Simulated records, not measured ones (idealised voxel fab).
process module | voxel transistor to metal
cross-section cut | 165 nm wide | cells 5 nm
A cross-section is a grid of square cells, given in bands from the top down. A band is one or more rows of cells.
Each band's line starts with the height of the band's top and of its bottom, in nm. Then come its materials from left to right, each with its width in nm. One material with "throughout" fills the band from edge to edge. "air" is empty space.
Height 0 is the level under which the wafer as received is all one material. The lowest band goes on downwards, as in "0 down".
A width such as "30 to 40" changes by the same amount from each row of cells to the next, from the band's top row to its bottom row.
"no change" after a step means that no cell of the cross-section changed.
closed voids: empty space of 8 cells or more with no open way to the top, each as width x height at its distance from the left edge, in nm
after a step's settings: what the simulator itself notes on the step
overlay nm, on a step with a mask: how far to the right of its planned place the mask lay; to the left if negative
plan
1 op RECEIVE | material Si
2 op OXIDIZE | depth nm 5
3 op CONFORMAL_DEP | material SiN | thk nm 10
4 op MASKED_ETCH | tone cover | mask id ACTIVE | width nm 115 | etch materials SiN | depth nm 10 | overlay nm 0
5 op MASKED_ETCH | tone cover | mask id ACTIVE | width nm 115 | etch materials SiO2 | depth nm 5 | overlay nm 0
6 op MASKED_ETCH | tone cover | mask id ACTIVE | width nm 115 | etch materials Si | depth nm 30 | overlay nm 0
7 op OXIDIZE | depth nm 5
8 op FILL_DEP | material SiO2 | thk nm 10
9 op CMP | height nm 10
10 op SELECTIVE_ETCH | etch materials SiO2 | depth nm 5
11 op STRIP | etch materials SiN
12 op SELECTIVE_ETCH | etch materials SiO2 | depth nm 5
13 op OXIDIZE | depth nm 5
14 op DIRECTIONAL_DEP | material polySi | thk nm 20
15 op DIRECTIONAL_DEP | material SiCN | thk nm 15
16 op DIRECTIONAL_DEP | material aC | thk nm 15
17 op PATTERN | tone cover | mask id GATE | material resist | width nm 25 | thk nm 35 | overlay nm 0
18 op DIRECTIONAL_ETCH | etch materials aC | depth nm 15
19 op STRIP | etch materials resist
20 op DIRECTIONAL_ETCH | etch materials SiCN | depth nm 25
21 op DIRECTIONAL_ETCH | etch materials polySi | depth nm 30
22 op STRIP | etch materials aC
23 op CONFORMAL_DEP | material SiN | thk nm 10
24 op DIRECTIONAL_ETCH | etch materials SiN | depth nm 10
25 op DIRECTIONAL_ETCH | etch materials SiO2 | depth nm 5
26 op EPI | material pSi | thk nm 5
27 op FILL_DEP | material SiO2 | thk nm 5
28 op CMP | height nm 15
29 op STRIP | etch materials polySi
30 op SELECTIVE_ETCH | etch materials SiO2 | depth nm 5
31 op CONFORMAL_DEP | material HfO2 | thk nm 5
32 op CONFORMAL_DEP | material TiN | thk nm 5
33 op FILL_DEP | material W | thk nm 10
34 op CMP | height nm 10
35 op DIRECTIONAL_DEP | material SiO2 | thk nm 15
36 op DIRECTIONAL_DEP | material aC | thk nm 10
37 op PATTERN | tone open | mask id CONTACT | material resist | width nm 20 | pitch nm 85 | thk nm 25 | overlay nm 0
38 op DIRECTIONAL_ETCH | etch materials aC | depth nm 10
39 op STRIP | etch materials resist
40 op DIRECTIONAL_ETCH | etch materials SiO2 | depth nm 30
41 op STRIP | etch materials aC
42 op CONFORMAL_DEP | material TiN | thk nm 5
43 op FILL_DEP | material W | thk nm 5
44 op CMP | height nm 25
45 op CONFORMAL_DEP | material SiCN | thk nm 5
46 op DIRECTIONAL_DEP | material SiO2 | thk nm 20
47 op MASKED_ETCH | tone open | mask id METAL_1 | width nm 20 | pitch nm 85 | etch materials SiO2 | depth nm 20 | overlay nm 0
48 op MASKED_ETCH | tone open | mask id METAL_1 | width nm 20 | pitch nm 85 | etch materials SiCN | depth nm 5 | overlay nm 0
49 op CONFORMAL_DEP | material TiN | thk nm 5
50 op FILL_DEP | material Cu | thk nm 5
51 op CMP | height nm 50
52 op CONFORMAL_DEP | material SiCN | thk nm 5
as received, after step 1
  0 down: Si throughout
  closed voids: none
first wafer at the end, as planned
  55 to 50: SiCN throughout
  50 to 30: SiO2 30 | TiN 5 | Cu 10 | TiN 5 | SiO2 65 | TiN 5 | Cu 10 | TiN 5 | SiO2 30
  30 to 25: SiCN 30 | TiN 20 | SiCN 65 | TiN 20 | SiCN 30
  25 to 10: SiO2 30 | TiN 5 | W 10 | TiN 5 | SiO2 65 | TiN 5 | W 10 | TiN 5 | SiO2 30
  10 to 0: SiO2 30 | TiN 5 | W 10 | TiN 5 | SiO2 10 | SiN 10 | HfO2 5 | TiN 5 | W 5 | TiN 5 | HfO2 5 | SiN 10 | SiO2 10 | TiN 5 | W 10 | TiN 5 | SiO2 30
  0 to -5: SiO2 20 | SiN 10 | TiN 20 | SiO2 10 | SiN 10 | HfO2 5 | TiN 15 | HfO2 5 | SiN 10 | SiO2 10 | TiN 20 | SiN 10 | SiO2 20
  -5 to -10: SiO2 30 | pSi 30 | SiO2 5 | HfO2 35 | SiO2 5 | pSi 30 | SiO2 30
  -10 to -40: SiO2 30 | Si 105 | SiO2 30
  -40 down: Si throughout
  closed voids: none
second wafer at the end: like start, like plan, one mistake
  55 to 50: SiCN throughout
  50 to 30: SiO2 30 | TiN 5 | Cu 10 | TiN 5 | SiO2 65 | TiN 5 | Cu 10 | TiN 5 | SiO2 30
  30 to 25: SiCN 30 | TiN 20 | SiCN 65 | TiN 20 | SiCN 30
  25 to 10: SiO2 30 | TiN 5 | W 10 | TiN 5 | SiO2 65 | TiN 5 | W 10 | TiN 5 | SiO2 30
  10 to 0: SiO2 30 | TiN 5 | W 10 | TiN 5 | SiO2 10 | SiN 10 | HfO2 5 | TiN 5 | W 5 | TiN 5 | HfO2 5 | SiN 10 | SiO2 10 | TiN 5 | W 10 | TiN 5 | SiO2 30
  0 to -5: SiO2 20 | SiN 10 | TiN 20 | SiO2 10 | SiN 10 | HfO2 5 | TiN 15 | HfO2 5 | SiN 10 | SiO2 10 | TiN 20 | SiN 10 | SiO2 20
  -5 to -10: SiO2 30 | pSi 30 | SiO2 5 | HfO2 35 | SiO2 5 | pSi 30 | SiO2 30
  -10 to -35: SiO2 30 | Si 105 | SiO2 30
  -35 down: Si throughout
  closed voids: none
what went wrong: step 6 ran as: op MASKED_ETCH | tone cover | mask id ACTIVE | width nm 115 | etch materials Si | depth nm 25 | overlay nm 0
at the end the second wafer has, in cells: 12 more of Si | 12 fewer of SiO2
